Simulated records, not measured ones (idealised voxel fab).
Documented hereafter: the process module known as voxel capacitor over wiring.
Square cell edge 5 nm, section width 235 nm, ID cut.
Cross-section = grid of square cells, listed top down in bands; band = one or more rows. The entry gives the band's vertical extent as a top height and a bottom height in nm, then its horizontal make-up as materials from left to right, each with a width in nm. "blank" stands for empty space; a single material marked "throughout" fills the band edge to edge. The level at which height equals 0 is the one under which the wafer, as it arrives, is entirely one material. No lower edge exists for the bottom band, which continues downward and is notated as in "0..down". The expression "30 to 40" gives the width at the extremes of the band, the first number at its top row of cells and the second at its bottom row, with the width changing by equal amounts from each row to the next in between. "no change occurred" -> step changed no cross-section cell. "Closed cavity list" - sealed voids, min. 8 cells, no opening to top; format: width x height at distance (distance from left edge; nm throughout). The remark found on a step's line after its settings is issued by the simulator itself and pertains to that step. When a step includes a mask, the "overlay nm" setting on its line states how far to the right of its planned place that mask lay, and negative values state how far to the left.
[List of planned process steps]
1. RECEIVE with material Si
2. CONFORMAL_DEP with material SiO2, thk nm 10
3. DIRECTIONAL_DEP with material TiN, thk nm 5
4. DIRECTIONAL_DEP with material Ru, thk nm 25
5. DIRECTIONAL_DEP with material aC, thk nm 10
6. PATTERN with tone cover, mask id METAL_1, material resist, width nm 30, pitch nm 85, thk nm 30, overlay nm 0
7. DIRECTIONAL_ETCH with etch materials aC, depth nm 10
8. STRIP with etch materials resist
9. DIRECTIONAL_ETCH with etch materials Ru, depth nm 25
10. DIRECTIONAL_ETCH with etch materials TiN, depth nm 5
11. STRIP with etch materials aC
12. CONFORMAL_DEP with material SiCN, thk nm 5
13. FILL_DEP with material lowk, thk nm 5
14. CMP with height nm 40
15. CONFORMAL_DEP with material SiCN, thk nm 5
16. DIRECTIONAL_DEP with material SiO2, thk nm 10
17. MASKED_ETCH with tone open, mask id PLUG_1, width nm 15, etch materials SiO2, depth nm 10, overlay nm 0
18. MASKED_ETCH with tone open, mask id PLUG_1, width nm 15, etch materials SiCN, depth nm 5, overlay nm 0
19. EPI with material Ru, thk nm 10
20. EPI with material Ru, thk nm 5
21. DIRECTIONAL_DEP with material TiN, thk nm 10
22. DIRECTIONAL_DEP with material Al2O3, thk nm 5
23. DIRECTIONAL_DEP with material TiN, thk nm 5
24. DIRECTIONAL_DEP with material aC, thk nm 10
25. PATTERN with tone cover, mask id UPPER_PLATE, material resist, width nm 60, thk nm 30, overlay nm 0
26. DIRECTIONAL_ETCH with etch materials aC, depth nm 10
27. STRIP with etch materials resist
28. DIRECTIONAL_ETCH with etch materials TiN, depth nm 5
29. DIRECTIONAL_ETCH with etch materials Al2O3, depth nm 5
30. STRIP with etch materials aC
31. MASKED_ETCH with tone cover, mask id LOWER_PLATE, width nm 70, etch materials TiN, depth nm 10, overlay nm 0
32. FILL_DEP with material SiO2, thk nm 20
33. CMP with height nm 90
34. DIRECTIONAL_DEP with material aC, thk nm 15
35. PATTERN with tone open, mask id PLUG_2, material resist, width nm 15, thk nm 30, overlay nm 0
36. DIRECTIONAL_ETCH with etch materials aC, depth nm 15
37. STRIP with etch materials resist
38. DIRECTIONAL_ETCH with etch materials SiO2, depth nm 15
39. STRIP with etch materials aC
40. CONFORMAL_DEP with material TiN, thk nm 5
41. FILL_DEP with material W, thk nm 5
42. CMP with height nm 90
43. CONFORMAL_DEP with material SiCN, thk nm 5
[Step 1 complete: cross-section of the wafer as received]
0..down = Si throughout
Closed cavity list: none
[Cross-section: first of two wafers, module finished, run according to plan]
95..90 = SiCN throughout
90..80 = SiO2: 85, then TiN: 5, then W: 5, then TiN: 5, then SiO2: 135
80..70 = SiO2: 85 to 75, then TiN: 15 to 60, then SiO2: 135 to 100
70..65 = SiO2: 75, then Al2O3: 60, then SiO2: 100
65..55 = SiO2: 70, then TiN: 70, then SiO2: 95
55..45 = SiO2: 75, then Ru: 15, then SiO2: 145
45..40 = SiCN: 75, then Ru: 15, then SiCN: 145
40..15 = lowk: 55, then SiCN: 5, then Ru: 30, then SiCN: 5, then lowk: 45, then SiCN: 5, then Ru: 30, then SiCN: 5, then lowk: 55
15..10 = SiCN: 60, then TiN: 30, then SiCN: 55, then TiN: 30, then SiCN: 60
10..0 = SiO2 throughout
0..down = Si throughout
Closed cavity list: none
[This is the second of the two wafers, cross-sectioned at the end of the module; it started exactly like the first and was given the same plan, but it was run with one mistake]
95..90 = SiCN throughout
90..80 = SiO2: 85, then TiN: 5, then W: 5, then TiN: 5, then SiO2: 135
80..75 = SiO2: 85, then TiN: 15, then SiO2: 135
75..70 = SiO2 throughout
70..65 = SiO2: 75, then Al2O3: 60, then SiO2: 100
65..55 = TiN: 70, then SiO2: 5, then TiN: 60, then SiO2: 5, then TiN: 95
55..45 = SiO2: 75, then Ru: 15, then SiO2: 145
45..40 = SiCN: 75, then Ru: 15, then SiCN: 145
40..15 = lowk: 55, then SiCN: 5, then Ru: 30, then SiCN: 5, then lowk: 45, then SiCN: 5, then Ru: 30, then SiCN: 5, then lowk: 55
15..10 = SiCN: 60, then TiN: 30, then SiCN: 55, then TiN: 30, then SiCN: 60
10..0 = SiO2 throughout
0..down = Si throughout
Closed cavity list: none
Short version of what went wrong: step 31 ran as: MASKED_ETCH with tone open, mask id LOWER_PLATE, width nm 70, etch materials TiN, depth nm 10, overlay nm 0
Final difference in cells, second wafer against first, listed per material as more or fewer: -50 SiO2 | +50 TiN
